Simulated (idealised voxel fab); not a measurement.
The process module that follows is named voxel capacitor over wiring.
Section cut is 270 nm wide and gridded with 5 nm square cells.
Think of the cross-section as a grid of square cells. We describe it in bands, top to bottom, and each band covers one or more rows of those cells. For a band, the entry starts with two heights in nm, that of the top and then that of the bottom, and carries on with the band's materials in order from left to right, each alongside its width in nm; the word "everywhere" beside a single material means it fills the band edge to edge, and "air" means empty space. Height datum 0, below which the as-received substrate wafer is one material. Lowest band open at the bottom, running downward: "0 down". The width entry "30..40" should be interpreted row by row: the top row of cells in the band takes the first number, the bottom row takes the second number, and the change between adjacent rows is uniform throughout. Step note "changes: none" = no cross-section cell changed. This entry, "Enclosed voids", enumerates those empty regions of no fewer than 8 cells that possess no open connection to the top. Each region is reported in the form width x height at distance, the distance being taken from the left edge, with all three quantities expressed in nm. Where a step's line continues beyond its settings, the continuation is a remark by the simulator itself on that step. The setting "overlay nm" may be written on the line of a step. When the step uses a mask, the value reports how far to the right of the planned place the mask lay, and a negative value reports that it lay to the left.

List of planned process steps:
| 1 | RECEIVE | material Si |
| 2 | CONFORMAL_DEP | material SiO2 | thk nm 15 |
| 3 | CONFORMAL_DEP | material SiCN | thk nm 5 |
| 4 | DIRECTIONAL_DEP | material SiO2 | thk nm 15 |
| 5 | DIRECTIONAL_DEP | material aC | thk nm 10 |
| 6 | PATTERN | tone open | mask id METAL_1 | material resist | width nm 25 | pitch nm 90 | thk nm 25 | overlay nm 0 |
| 7 | DIRECTIONAL_ETCH | etch materials aC | depth nm 10 |
| 8 | STRIP | etch materials resist |
| 9 | DIRECTIONAL_ETCH | etch materials SiO2 | depth nm 15 |
| 10 | DIRECTIONAL_ETCH | etch materials SiCN | depth nm 5 |
| 11 | STRIP | etch materials aC |
| 12 | CONFORMAL_DEP | material TiN | thk nm 5 |
| 13 | FILL_DEP | material Ru | thk nm 5 |
| 14 | CMP | height nm 35 |
| 15 | CONFORMAL_DEP | material SiCN | thk nm 5 |
| 16 | DIRECTIONAL_DEP | material SiO2 | thk nm 20 |
| 17 | MASKED_ETCH | tone open | mask id PLUG_1 | width nm 15 | etch materials SiO2 | depth nm 20 | overlay nm 0 |
| 18 | MASKED_ETCH | tone open | mask id PLUG_1 | width nm 15 | etch materials SiCN | depth nm 5 | overlay nm 0 |
| 19 | CONFORMAL_DEP | material TiN | thk nm 5 |
| 20 | FILL_DEP | material Cu | thk nm 5 |
| 21 | CMP | height nm 60 |
| 22 | DIRECTIONAL_DEP | material TiN | thk nm 10 |
| 23 | DIRECTIONAL_DEP | material HfO2 | thk nm 5 |
| 24 | DIRECTIONAL_DEP | material TiN | thk nm 5 |
| 25 | DIRECTIONAL_DEP | material aC | thk nm 10 |
| 26 | PATTERN | tone cover | mask id UPPER_PLATE | material resist | width nm 70 | thk nm 25 | overlay nm 0 |
| 27 | DIRECTIONAL_ETCH | etch materials aC | depth nm 10 |
| 28 | STRIP | etch materials resist |
| 29 | DIRECTIONAL_ETCH | etch materials TiN | depth nm 5 |
| 30 | DIRECTIONAL_ETCH | etch materials HfO2 | depth nm 5 |
| 31 | STRIP | etch materials aC |
| 32 | DIRECTIONAL_DEP | material aC | thk nm 15 |
| 33 | PATTERN | tone cover | mask id LOWER_PLATE | material resist | width nm 80 | thk nm 30 | overlay nm 0 |
| 34 | DIRECTIONAL_ETCH | etch materials aC | depth nm 15 |
| 35 | STRIP | etch materials resist |
| 36 | DIRECTIONAL_ETCH | etch materials TiN | depth nm 10 |
| 37 | STRIP | etch materials aC |
| 38 | FILL_DEP | material SiO2 | thk nm 20 |
| 39 | CMP | height nm 95 |
| 40 | MASKED_ETCH | tone open | mask id PLUG_2 | width nm 15 | etch materials SiO2 | depth nm 15 | overlay nm 0 |
| 41 | CONFORMAL_DEP | material TiN | thk nm 5 |
| 42 | FILL_DEP | material W | thk nm 5 |
| 43 | CMP | height nm 95 |
| 44 | CONFORMAL_DEP | material SiCN | thk nm 5 |

Run as planned: first of two wafers:

Step 1 complete: cross-section of the wafer as received:
	0 down | Si everywhere
	Enclosed voids: none

After step 2, in cross-section:
	15 to 0 | SiO2 everywhere
	Note: structure below 0 unchanged.

After step 3, in cross-section:
	20 to 15 | SiCN everywhere
	Note: structure below 15 unchanged.

After step 4, in cross-section:
	35 to 20 | SiO2 everywhere
	Note: structure below 20 unchanged.

After step 5, in cross-section:
	45 to 35 | aC everywhere
	Note: structure below 35 unchanged.

After step 6, in cross-section:
	70 to 45 | 75 resist  25 air  65 resist  25 air  80 resist
	Note: structure below 45 unchanged.

After step 7, in cross-section:
	60 to 45 | 75 resist  25 air  65 resist  25 air  80 resist
	45 to 35 | 75 aC  25 air  65 aC  25 air  80 aC
	Note: structure below 35 unchanged.

After step 8, in cross-section:
	45 to 35 | 75 aC  25 air  65 aC  25 air  80 aC
	Note: structure below 35 unchanged.

After step 9, in cross-section:
	45 to 35 | 75 aC  25 air  65 aC  25 air  80 aC
	35 to 20 | 75 SiO2  25 air  65 SiO2  25 air  80 SiO2
	Note: structure below 20 unchanged.

After step 10, in cross-section:
	45 to 35 | 75 aC  25 air  65 aC  25 air  80 aC
	35 to 20 | 75 SiO2  25 air  65 SiO2  25 air  80 SiO2
	20 to 15 | 75 SiCN  25 air  65 SiCN  25 air  80 SiCN
	Note: structure below 15 unchanged.

After step 11, in cross-section:
	35 to 20 | 75 SiO2  25 air  65 SiO2  25 air  80 SiO2
	Note: structure below 20 unchanged.

After step 12, in cross-section:
	40 to 35 | 80 TiN  15 air  75 TiN  15 air  85 TiN
	35 to 20 | 75 SiO2  5 TiN  15 air  5 TiN  65 SiO2  5 TiN  15 air  5 TiN  80 SiO2
	20 to 15 | 75 SiCN  25 TiN  65 SiCN  25 TiN  80 SiCN
	Note: structure below 15 unchanged.

After step 13, in cross-section:
	45 to 40 | Ru everywhere
	40 to 35 | 80 TiN  15 Ru  75 TiN  15 Ru  85 TiN
	35 to 20 | 75 SiO2  5 TiN  15 Ru  5 TiN  65 SiO2  5 TiN  15 Ru  5 TiN  80 SiO2
	Note: structure below 20 unchanged.

After step 14, in cross-section:
	35 to 20 | 75 SiO2  5 TiN  15 Ru  5 TiN  65 SiO2  5 TiN  15 Ru  5 TiN  80 SiO2
	Note: structure below 20 unchanged.

After step 15, in cross-section:
	40 to 35 | SiCN everywhere
	Note: structure below 35 unchanged.

After step 16, in cross-section:
	60 to 40 | SiO2 everywhere
	Note: structure below 40 unchanged.

After step 17, in cross-section:
	60 to 40 | 85 SiO2  15 air  170 SiO2
	Note: structure below 40 unchanged.

After step 18, in cross-section:
	60 to 40 | 85 SiO2  15 air  170 SiO2
	40 to 35 | 85 SiCN  15 air  170 SiCN
	Note: structure below 35 unchanged.

After step 19, in cross-section:
	65 to 60 | 90 TiN  5 air  175 TiN
	60 to 40 | 85 SiO2  5 TiN  5 air  5 TiN  170 SiO2
	40 to 35 | 85 SiCN  15 TiN  170 SiCN
	Note: structure below 35 unchanged.

After step 20, in cross-section:
	70 to 65 | Cu everywhere
	65 to 60 | 90 TiN  5 Cu  175 TiN
	60 to 40 | 85 SiO2  5 TiN  5 Cu  5 TiN  170 SiO2
	Note: structure below 40 unchanged.

After step 21, in cross-section:
	60 to 40 | 85 SiO2  5 TiN  5 Cu  5 TiN  170 SiO2
	Note: structure below 40 unchanged.

After step 22, in cross-section:
	70 to 60 | TiN everywhere
	Note: structure below 60 unchanged.

After step 23, in cross-section:
	75 to 70 | HfO2 everywhere
	Note: structure below 70 unchanged.

After step 24, in cross-section:
	80 to 75 | TiN everywhere
	Note: structure below 75 unchanged.

After step 25, in cross-section:
	90 to 80 | aC everywhere
	Note: structure below 80 unchanged.

After step 26, in cross-section:
	115 to 90 | 85 air  70 resist  115 air
	Note: structure below 90 unchanged.

After step 27, in cross-section:
	105 to 90 | 85 air  70 resist  115 air
	90 to 80 | 85 air  70 aC  115 air
	Note: structure below 80 unchanged.

After step 28, in cross-section:
	90 to 80 | 85 air  70 aC  115 air
	Note: structure below 80 unchanged.

After step 29, in cross-section:
	90 to 80 | 85 air  70 aC  115 air
	80 to 75 | 85 air  70 TiN  115 air
	Note: structure below 75 unchanged.

After step 30, in cross-section:
	90 to 80 | 85 air  70 aC  115 air
	80 to 75 | 85 air  70 TiN  115 air
	75 to 70 | 85 air  70 HfO2  115 air
	Note: structure below 70 unchanged.

After step 31, in cross-section:
	80 to 75 | 85 air  70 TiN  115 air
	Note: structure below 75 unchanged.

After step 32, in cross-section:
	95 to 85 | 85 air  70 aC  115 air
	85 to 80 | aC everywhere
	80 to 75 | 85 aC  70 TiN  115 aC
	75 to 70 | 85 aC  70 HfO2  115 aC
	Note: structure below 70 unchanged.

After step 33, in cross-section:
	125 to 95 | 80 air  80 resist  110 air
	95 to 85 | 80 air  5 resist  70 aC  5 resist  110 air
	Note: structure below 85 unchanged.

After step 34, in cross-section:
	110 to 95 | 80 air  80 resist  110 air
	95 to 85 | 80 air  5 resist  70 aC  5 resist  110 air
	85 to 80 | 80 air  80 aC  110 air
	80 to 75 | 80 air  5 aC  70 TiN  5 aC  110 air
	75 to 70 | 80 air  5 aC  70 HfO2  5 aC  110 air
	Note: structure below 70 unchanged.

After step 35, in cross-section:
	95 to 85 | 85 air  70 aC  115 air
	Note: structure below 85 unchanged.

After step 36, in cross-section:
	95 to 85 | 85 air  70 aC  115 air
	85 to 80 | 80 air  80 aC  110 air
	80 to 75 | 80 air  5 aC  70 TiN  5 aC  110 air
	75 to 70 | 80 air  5 aC  70 HfO2  5 aC  110 air
	70 to 60 | 80 air  80 TiN  110 air
	Note: structure below 60 unchanged.

After step 37, in cross-section:
	80 to 75 | 85 air  70 TiN  115 air
	75 to 70 | 85 air  70 HfO2  115 air
	Note: structure below 70 unchanged.

After step 38, in cross-section:
	100 to 80 | SiO2 everywhere
	80 to 75 | 85 SiO2  70 TiN  115 SiO2
	75 to 70 | 85 SiO2  70 HfO2  115 SiO2
	70 to 60 | 80 SiO2  80 TiN  110 SiO2
	Note: structure below 60 unchanged.

After step 39, in cross-section:
	95 to 80 | SiO2 everywhere
	Note: structure below 80 unchanged.

After step 40, in cross-section:
	95 to 80 | 95 SiO2  15 air  160 SiO2
	Note: structure below 80 unchanged.

After step 41, in cross-section:
	100 to 95 | 100 TiN  5 air  165 TiN
	95 to 85 | 95 SiO2  5 TiN  5 air  5 TiN  160 SiO2
	85 to 75 | 95..85 SiO2  15..70 TiN  160..115 SiO2
	Note: structure below 75 unchanged.

After step 42, in cross-section:
	105 to 100 | W everywhere
	100 to 95 | 100 TiN  5 W  165 TiN
	95 to 85 | 95 SiO2  5 TiN  5 W  5 TiN  160 SiO2
	Note: structure below 85 unchanged.

After step 43, in cross-section:
	95 to 85 | 95 SiO2  5 TiN  5 W  5 TiN  160 SiO2
	Note: structure below 85 unchanged.

After step 44, in cross-section:
	100 to 95 | SiCN everywhere
	Note: structure below 95 unchanged.

Second wafer, same starting state and plan as the first, one mistake in the run, identical through step 43:

Cross-section of the second wafer when, according to plan, step 44 should have finished:
	110 to 95 | SiCN everywhere
	Note: structure below 95 unchanged.
Which mistake was made when the wafer was run? step 44 ran with different settings than intended, the actual operation and settings being CONFORMAL_DEP | material SiCN | thk nm 15
Final comparison by cell count, materials where the second wafer has more or fewer than the first: +108 SiCN
